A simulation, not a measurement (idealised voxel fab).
process module | voxel self aligned contacts
cross-section cut | 230 nm wide | cells 5 nm
A cross-section is a grid of square cells, given in bands from the top down. A band is one or more rows of cells.
Each band's line starts with the height of the band's top and of its bottom, in nm. Then come its materials from left to right, each with its width in nm. One material with "throughout" fills the band from edge to edge. "air" is empty space.
Height 0 is the level under which the wafer as received is all one material. The lowest band goes on downwards, as in "0 down".
A width such as "30 to 40" changes by the same amount from each row of cells to the next, from the band's top row to its bottom row.
"no change" after a step means that no cell of the cross-section changed.
closed voids: empty space of 8 cells or more with no open way to the top, each as width x height at its distance from the left edge, in nm
after a step's settings: what the simulator itself notes on the step
overlay nm, on a step with a mask: how far to the right of its planned place the mask lay; to the left if negative
plan
1 op RECEIVE | material Si
2 op OXIDIZE | depth nm 5
3 op DIRECTIONAL_DEP | material polySi | thk nm 30
4 op DIRECTIONAL_DEP | material SiN | thk nm 25
5 op PATTERN | tone cover | mask id GATE | material resist | width nm 30 | pitch nm 65 | thk nm 20 | overlay nm 0
6 op DIRECTIONAL_ETCH | etch materials SiN | depth nm 25
7 op DIRECTIONAL_ETCH | etch materials polySi | depth nm 30
8 op STRIP | etch materials resist
9 op CONFORMAL_DEP | material SiN | thk nm 10
10 op DIRECTIONAL_ETCH | etch materials SiN | depth nm 10
11 op FILL_DEP | material SiO2 | thk nm 20
12 op CMP | height nm 65
13 op DIRECTIONAL_DEP | material aC | thk nm 15
14 op PATTERN | tone open | mask id CONTACT | material resist | width nm 45 | pitch nm 65 | thk nm 35 | overlay nm 0
15 op DIRECTIONAL_ETCH | etch materials aC | depth nm 15
16 op STRIP | etch materials resist
17 op DIRECTIONAL_ETCH | etch materials SiO2 | depth nm 70
18 op STRIP | etch materials aC
19 op CONFORMAL_DEP | material TiN | thk nm 5
20 op FILL_DEP | material W | thk nm 10
21 op CMP | height nm 65
22 op CONFORMAL_DEP | material SiCN | thk nm 5
first wafer, as planned
as received, after step 1
  0 down: Si throughout
  closed voids: none
after step 2
  0 to -5: SiO2 throughout
  below -5: unchanged
after step 3
  30 to 0: polySi throughout
  below 0: unchanged
after step 4
  55 to 30: SiN throughout
  below 30: unchanged
after step 5
  75 to 55: air 35 | resist 30 | air 35 | resist 30 | air 35 | resist 30 | air 35
  below 55: unchanged
after step 6
  75 to 55: air 35 | resist 30 | air 35 | resist 30 | air 35 | resist 30 | air 35
  55 to 30: air 35 | SiN 30 | air 35 | SiN 30 | air 35 | SiN 30 | air 35
  below 30: unchanged
after step 7
  75 to 55: air 35 | resist 30 | air 35 | resist 30 | air 35 | resist 30 | air 35
  55 to 30: air 35 | SiN 30 | air 35 | SiN 30 | air 35 | SiN 30 | air 35
  30 to 0: air 35 | polySi 30 | air 35 | polySi 30 | air 35 | polySi 30 | air 35
  below 0: unchanged
after step 8
  55 to 30: air 35 | SiN 30 | air 35 | SiN 30 | air 35 | SiN 30 | air 35
  below 30: unchanged
after step 9
  65 to 30: air 25 | SiN 50 | air 15 | SiN 50 | air 15 | SiN 50 | air 25
  30 to 10: air 25 | SiN 10 | polySi 30 | SiN 10 | air 15 | SiN 10 | polySi 30 | SiN 10 | air 15 | SiN 10 | polySi 30 | SiN 10 | air 25
  10 to 0: SiN 35 | polySi 30 | SiN 35 | polySi 30 | SiN 35 | polySi 30 | SiN 35
  below 0: unchanged
after step 10
  55 to 30: air 25 | SiN 50 | air 15 | SiN 50 | air 15 | SiN 50 | air 25
  30 to 0: air 25 | SiN 10 | polySi 30 | SiN 10 | air 15 | SiN 10 | polySi 30 | SiN 10 | air 15 | SiN 10 | polySi 30 | SiN 10 | air 25
  below 0: unchanged
after step 11
  75 to 55: SiO2 throughout
  55 to 30: SiO2 25 | SiN 50 | SiO2 15 | SiN 50 | SiO2 15 | SiN 50 | SiO2 25
  30 to 0: SiO2 25 | SiN 10 | polySi 30 | SiN 10 | SiO2 15 | SiN 10 | polySi 30 | SiN 10 | SiO2 15 | SiN 10 | polySi 30 | SiN 10 | SiO2 25
  below 0: unchanged
after step 12
  65 to 55: SiO2 throughout
  below 55: unchanged
after step 13
  80 to 65: aC throughout
  below 65: unchanged
after step 14
  115 to 80: resist 60 | air 45 | resist 20 | air 45 | resist 60
  below 80: unchanged
after step 15
  100 to 80: resist 60 | air 45 | resist 20 | air 45 | resist 60
  80 to 65: aC 60 | air 45 | aC 20 | air 45 | aC 60
  below 65: unchanged
after step 16
  80 to 65: aC 60 | air 45 | aC 20 | air 45 | aC 60
  below 65: unchanged
after step 17
  80 to 65: aC 60 | air 45 | aC 20 | air 45 | aC 60
  65 to 55: SiO2 60 | air 45 | SiO2 20 | air 45 | SiO2 60
  55 to 30: SiO2 25 | SiN 50 | air 15 | SiN 50 | air 15 | SiN 50 | SiO2 25
  30 to 0: SiO2 25 | SiN 10 | polySi 30 | SiN 10 | air 15 | SiN 10 | polySi 30 | SiN 10 | air 15 | SiN 10 | polySi 30 | SiN 10 | SiO2 25
  0 to -5: SiO2 75 | air 15 | SiO2 50 | air 15 | SiO2 75
  below -5: unchanged
after step 18
  65 to 55: SiO2 60 | air 45 | SiO2 20 | air 45 | SiO2 60
  below 55: unchanged
after step 19
  70 to 65: TiN 65 | air 35 | TiN 30 | air 35 | TiN 65
  65 to 55: SiO2 60 | TiN 5 to 20 | air 35 to 5 | TiN 5 to 20 | SiO2 20 | TiN 5 to 20 | air 35 to 5 | TiN 5 to 20 | SiO2 60
  55 to 30: SiO2 25 | SiN 50 | TiN 5 | air 5 | TiN 5 | SiN 50 | TiN 5 | air 5 | TiN 5 | SiN 50 | SiO2 25
  30 to 0: SiO2 25 | SiN 10 | polySi 30 | SiN 10 | TiN 5 | air 5 | TiN 5 | SiN 10 | polySi 30 | SiN 10 | TiN 5 | air 5 | TiN 5 | SiN 10 | polySi 30 | SiN 10 | SiO2 25
  0 to -5: SiO2 75 | TiN 15 | SiO2 50 | TiN 15 | SiO2 75
  below -5: unchanged
after step 20
  80 to 70: W throughout
  70 to 65: TiN 65 | W 35 | TiN 30 | W 35 | TiN 65
  65 to 55: SiO2 60 | TiN 5 to 20 | W 35 to 5 | TiN 5 to 20 | SiO2 20 | TiN 5 to 20 | W 35 to 5 | TiN 5 to 20 | SiO2 60
  55 to 30: SiO2 25 | SiN 50 | TiN 5 | W 5 | TiN 5 | SiN 50 | TiN 5 | W 5 | TiN 5 | SiN 50 | SiO2 25
  30 to 0: SiO2 25 | SiN 10 | polySi 30 | SiN 10 | TiN 5 | W 5 | TiN 5 | SiN 10 | polySi 30 | SiN 10 | TiN 5 | W 5 | TiN 5 | SiN 10 | polySi 30 | SiN 10 | SiO2 25
  below 0: unchanged
after step 21
  65 to 55: SiO2 60 | TiN 5 to 20 | W 35 to 5 | TiN 5 to 20 | SiO2 20 | TiN 5 to 20 | W 35 to 5 | TiN 5 to 20 | SiO2 60
  below 55: unchanged
after step 22
  70 to 65: SiCN throughout
  below 65: unchanged
second wafer: like start, like plan, one mistake. Through step 20 it matches the first wafer
when step 21 should have ended: no change
when step 22 should have ended
  85 to 80: SiCN throughout
  below 80: unchanged
what went wrong: step 21 was left out
at the end the second wafer has, in cells: 32 more of TiN | 106 more of W
